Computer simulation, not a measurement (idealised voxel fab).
process module | voxel wiring stack
cross-section cut | 190 nm wide | cells 5 nm
A cross-section is a grid of square cells, given in bands from the top down. A band is one or more rows of cells.
Each band's line starts with the height of the band's top and of its bottom, in nm. Then come its materials from left to right, each with its width in nm. One material with "throughout" fills the band from edge to edge. "air" is empty space.
Height 0 is the level under which the wafer as received is all one material. The lowest band goes on downwards, as in "0 down".
A width such as "30 to 40" changes by the same amount from each row of cells to the next, from the band's top row to its bottom row.
"no change" after a step means that no cell of the cross-section changed.
closed voids: empty space of 8 cells or more with no open way to the top, each as width x height at its distance from the left edge, in nm
after a step's settings: what the simulator itself notes on the step
overlay nm, on a step with a mask: how far to the right of its planned place the mask lay; to the left if negative
plan
1 op RECEIVE | material Si
2 op CONFORMAL_DEP | material SiO2 | thk nm 15
3 op CONFORMAL_DEP | material SiN | thk nm 5
4 op DIRECTIONAL_DEP | material lowk | thk nm 25
5 op PATTERN | tone open | mask id METAL_1 | material resist | width nm 20 | pitch nm 40 | thk nm 15 | overlay nm 0
6 op DIRECTIONAL_ETCH | etch materials lowk | depth nm 25
7 op DIRECTIONAL_ETCH | etch materials SiN | depth nm 5
8 op STRIP | etch materials resist
9 op CONFORMAL_DEP | material TiN | thk nm 5
10 op FILL_DEP | material W | thk nm 10
11 op CMP | height nm 45
12 op EPI | material Ru | thk nm 5
13 op FILL_DEP | material SiCN | thk nm 5
14 op DIRECTIONAL_DEP | material lowk | thk nm 30
15 op DIRECTIONAL_DEP | material aC | thk nm 10
16 op PATTERN | tone open | mask id METAL_2 | material resist | width nm 20 | pitch nm 40 | thk nm 25 | overlay nm 0
17 op DIRECTIONAL_ETCH | etch materials aC | depth nm 10
18 op STRIP | etch materials resist
19 op DIRECTIONAL_ETCH | etch materials lowk | depth nm 20
20 op STRIP | etch materials aC
21 op PATTERN | tone open | mask id METAL_2_HOLES | material resist | width nm 15 | pitch nm 40 | thk nm 20 | overlay nm 0
22 op DIRECTIONAL_ETCH | etch materials lowk | depth nm 10
23 op DIRECTIONAL_ETCH | etch materials SiCN | depth nm 5
24 op STRIP | etch materials resist
25 op CONFORMAL_DEP | material TiN | thk nm 5
26 op FILL_DEP | material Ru | thk nm 5
27 op CMP | height nm 85
28 op CONFORMAL_DEP | material SiCN | thk nm 5
29 op DIRECTIONAL_DEP | material lowk | thk nm 15
30 op DIRECTIONAL_DEP | material aC | thk nm 15
31 op PATTERN | tone open | mask id PLUG_2 | material resist | width nm 15 | thk nm 30 | overlay nm 0
32 op DIRECTIONAL_ETCH | etch materials aC | depth nm 15
33 op STRIP | etch materials resist
34 op DIRECTIONAL_ETCH | etch materials lowk | depth nm 15
35 op DIRECTIONAL_ETCH | etch materials SiCN | depth nm 5
36 op STRIP | etch materials aC
37 op CONFORMAL_DEP | material TiN | thk nm 5
38 op FILL_DEP | material Cu | thk nm 5
39 op CMP | height nm 105
40 op CONFORMAL_DEP | material SiCN | thk nm 5
41 op DIRECTIONAL_DEP | material SiO2 | thk nm 15
42 op PATTERN | tone open | mask id METAL_3 | material resist | width nm 20 | pitch nm 40 | thk nm 20 | overlay nm 0
43 op DIRECTIONAL_ETCH | etch materials SiO2 | depth nm 15
44 op DIRECTIONAL_ETCH | etch materials SiCN | depth nm 5
45 op STRIP | etch materials resist
46 op CONFORMAL_DEP | material TiN | thk nm 5
47 op FILL_DEP | material Cu | thk nm 10
48 op CMP | height nm 125
49 op CONFORMAL_DEP | material SiN | thk nm 5
as received, after step 1
  0 down: Si throughout
  closed voids: none
a wafer at the end: this start, this plan, one mistake
  130 to 125: SiN throughout
  125 to 110: SiO2 65 | TiN 5 | Cu 10 | TiN 5 | SiO2 20 | TiN 5 | Cu 10 | TiN 5 | SiO2 65
  110 to 105: SiCN 65 | TiN 20 | SiCN 20 | TiN 20 | SiCN 65
  105 to 90: lowk 65 | TiN 5 | Cu 5 | TiN 5 | lowk 110
  90 to 85: SiCN 65 | TiN 15 | SiCN 110
  85 to 80: Ru throughout
  80 to 75: TiN 70 | Ru 10 | TiN 30 | Ru 10 | TiN 70
  75 to 70: lowk 65 | TiN 5 | Ru 10 | TiN 5 | lowk 20 | TiN 5 | Ru 10 | TiN 5 | lowk 65
  70 to 65: lowk 65 | TiN 20 | lowk 20 | TiN 20 | lowk 65
  65 to 55: lowk 80 | TiN 5 | lowk 35 | TiN 5 | lowk 65
  55 to 50: SiCN 80 | TiN 5 | SiCN 35 | TiN 5 | SiCN 65
  50 to 45: SiCN 60 | Ru 30 | SiCN 10 | Ru 30 | SiCN 60
  45 to 20: lowk 65 | TiN 5 | W 10 | TiN 5 | lowk 20 | TiN 5 | W 10 | TiN 5 | lowk 65
  20 to 15: SiN 65 | TiN 20 | SiN 20 | TiN 20 | SiN 65
  15 to 0: SiO2 throughout
  0 down: Si throughout
  closed voids: none
what went wrong: step 21 ran as: op PATTERN | tone cover | mask id METAL_2_HOLES | material resist | width nm 15 | pitch nm 40 | thk nm 20 | overlay nm 0
